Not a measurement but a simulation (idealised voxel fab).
Module name: voxel capacitor over wiring (process module)
Each square cell in cross-section cut measures 5 nm, and the section as a whole is 245 nm wide.
In what follows, cross-sections appear as grids of square cells, described through bands that run from the top down, where every band is one or more rows of cells.
Heights first: top, then bottom, in nm. Then materials, left to right, each with a width in nm. "throughout" on a single material: fills the band edge to edge. "empty": empty space.
Height 0 is the level under which the wafer as received is all one material. The lowest band goes on downwards, as in "from 0 down".
When a width is written as two numbers, as in "30..40", the first number is the width in the top row of cells of the band and the second is the width in its bottom row, and the width changes by the same amount from each row to the next.
"remained unchanged" (step): cross-section cells unchanged, all of them.
Empty spaces counting at least 8 cells and having no open way to the top are listed in "Completely sealed voids". The notation width x height at distance is used for each, the distance being from the left edge and all three values in nm.
Anything after a step's settings on that line? It's the simulator's own note about the step.
overlay nm: how far to the right of its planned place the mask lay on this masked step (negative: to the left).
The planned process steps are enumerated hereunder:
step 1: RECEIVE | material Si
step 2: CONFORMAL_DEP | material SiO2 | thk nm 15
step 3: DIRECTIONAL_DEP | material TiN | thk nm 5
step 4: DIRECTIONAL_DEP | material Ru | thk nm 20
step 5: PATTERN | tone cover | mask id METAL_1 | material resist | width nm 25 | pitch nm 75 | thk nm 20 | overlay nm 0
step 6: DIRECTIONAL_ETCH | etch materials Ru | depth nm 20
step 7: DIRECTIONAL_ETCH | etch materials TiN | depth nm 5
step 8: STRIP | etch materials resist
step 9: CONFORMAL_DEP | material SiN | thk nm 5
step 10: FILL_DEP | material lowk | thk nm 10
step 11: CMP | height nm 40
step 12: CONFORMAL_DEP | material SiCN | thk nm 5
step 13: DIRECTIONAL_DEP | material SiO2 | thk nm 10
step 14: PATTERN | tone open | mask id PLUG_1 | material resist | width nm 15 | thk nm 20 | overlay nm 0
step 15: DIRECTIONAL_ETCH | etch materials SiO2 | depth nm 10
step 16: DIRECTIONAL_ETCH | etch materials SiCN | depth nm 5
step 17: STRIP | etch materials resist
step 18: CONFORMAL_DEP | material TiN | thk nm 5
step 19: FILL_DEP | material Ru | thk nm 5
step 20: CMP | height nm 55
step 21: DIRECTIONAL_DEP | material TiN | thk nm 5
step 22: DIRECTIONAL_DEP | material HfO2 | thk nm 5
step 23: DIRECTIONAL_DEP | material TiN | thk nm 10
step 24: DIRECTIONAL_DEP | material aC | thk nm 10
step 25: PATTERN | tone cover | mask id UPPER_PLATE | material resist | width nm 55 | thk nm 30 | overlay nm 0
step 26: DIRECTIONAL_ETCH | etch materials aC | depth nm 10
step 27: STRIP | etch materials resist
step 28: DIRECTIONAL_ETCH | etch materials TiN | depth nm 10
step 29: DIRECTIONAL_ETCH | etch materials HfO2 | depth nm 5
step 30: STRIP | etch materials aC
step 31: DIRECTIONAL_DEP | material aC | thk nm 15
step 32: PATTERN | tone cover | mask id LOWER_PLATE | material resist | width nm 65 | thk nm 30 | overlay nm 0
step 33: DIRECTIONAL_ETCH | etch materials aC | depth nm 15
step 34: STRIP | etch materials resist
step 35: DIRECTIONAL_ETCH | etch materials TiN | depth nm 5
step 36: STRIP | etch materials aC
step 37: FILL_DEP | material SiO2 | thk nm 20
step 38: CMP | height nm 90
step 39: DIRECTIONAL_DEP | material aC | thk nm 10
step 40: PATTERN | tone open | mask id PLUG_2 | material resist | width nm 15 | thk nm 30 | overlay nm 0
step 41: DIRECTIONAL_ETCH | etch materials aC | depth nm 10
step 42: STRIP | etch materials resist
step 43: DIRECTIONAL_ETCH | etch materials SiO2 | depth nm 15
step 44: STRIP | etch materials aC
step 45: CONFORMAL_DEP | material TiN | thk nm 5
step 46: FILL_DEP | material Cu | thk nm 10
step 47: CMP | height nm 90
step 48: CONFORMAL_DEP | material SiCN | thk nm 5
So this is the incoming wafer in cross-section - it's already been through step 1:
	from 0 down  Si throughout
	Completely sealed voids: none
The following cross-section depicts the wafer upon conclusion of the module. Processing commenced from the starting condition illustrated above and adhered to the plan illustrated above, save for one mistake in execution:
	from 95 to 90  SiCN throughout
	from 90 to 80  SiO2 90 nm | TiN 5 nm | Cu 5 nm | TiN 5 nm | SiO2 140 nm
	from 80 to 75  SiO2 90 nm | TiN 15 nm | SiO2 140 nm
	from 75 to 65  SiO2 80 nm | TiN 55 nm | SiO2 110 nm
	from 65 to 60  SiO2 80 nm | HfO2 55 nm | SiO2 110 nm
	from 60 to 55  SiO2 75 nm | TiN 65 nm | SiO2 105 nm
	from 55 to 45  SiO2 80 nm | TiN 5 nm | Ru 5 nm | TiN 5 nm | SiO2 150 nm
	from 45 to 40  SiCN 80 nm | TiN 15 nm | SiCN 150 nm
	from 40 to 35  SiN 70 nm | TiN 25 nm | SiN 50 nm | TiN 25 nm | SiN 75 nm
	from 35 to 15  Ru throughout
	from 15 to 0  SiO2 throughout
	from 0 down  Si throughout
	Completely sealed voids: none
Nonconformance to the process plan: steps 3 and 4 traded places in the executed sequence
